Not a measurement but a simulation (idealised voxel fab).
voxel spacer lines: a process module
The cross-section shown here is cut; it is 300 nm wide and divided into square cells measuring 5 nm on a side.
Format of a cross-section: grid, square cells. Given as bands. Order: top down. Band: one or more rows of cells.
Band entry format. Leading values: height of top, height of bottom, nm. Remainder: materials in left-to-right order, each with its width in nm. Special words: "throughout" on a single material, which then fills the band edge to edge; "air", empty space.
Height reference: 0 = level under which incoming wafer is all one material. Lowest band: no bottom, runs on downward, e.g. "0 nm and below".
Width spec "30..40" -> top row of cells at first value, bottom row at second value, equal per-row change in between.
The designation "left unchanged", where it is given for a processing step, indicates that no cell of the cross-section was altered in the course of that step.
Look at "Voids, sealed" for the closed voids: empty spaces with no open path to the top, sized 8 cells or up. Each is width x height at distance, distance from the left edge, all nm.
If you see something after the settings on a step's line, that's the simulator's own remark about that step.
overlay nm: where the mask lay relative to plan, measured to the right, on steps with a mask; negatives go left.
Here's what the planned process steps look like:
1: op RECEIVE | material Si
2: op CONFORMAL_DEP | material Al2O3 | thk nm 5
3: op DIRECTIONAL_DEP | material TiN | thk nm 15
4: op DIRECTIONAL_DEP | material aC | thk nm 25
5: op PATTERN | tone cover | mask id MANDREL | material resist | width nm 15 | pitch nm 60 | thk nm 30 | overlay nm 0
6: op DIRECTIONAL_ETCH | etch materials aC | depth nm 25
7: op STRIP | etch materials resist
8: op CONFORMAL_DEP | material SiO2 | thk nm 15
9: op DIRECTIONAL_ETCH | etch materials SiO2 | depth nm 15
10: op STRIP | etch materials aC
11: op DIRECTIONAL_ETCH | etch materials TiN | depth nm 15
12: op STRIP | etch materials SiO2
As-received state of the wafer in cross-section, equivalent to post-step 1:
* 0 nm and below = Si throughout
* Voids, sealed: none
Starting structure and process plan are as shown above, but one mistake was made in running the module; the wafer cross-section at the end of the module follows:
* 35 nm to 20 nm = air: 95, then TiN: 15, then air: 15, then TiN: 15, then air: 15, then TiN: 15, then air: 15, then TiN: 15, then air: 100
* 20 nm to 5 nm = TiN throughout
* 5 nm to 0 nm = Al2O3 throughout
* 0 nm and below = Si throughout
* Voids, sealed: none
It is concluded that the wafer was processed incorrectly with respect to the plan, in that step 3 of the plan was twice carried out
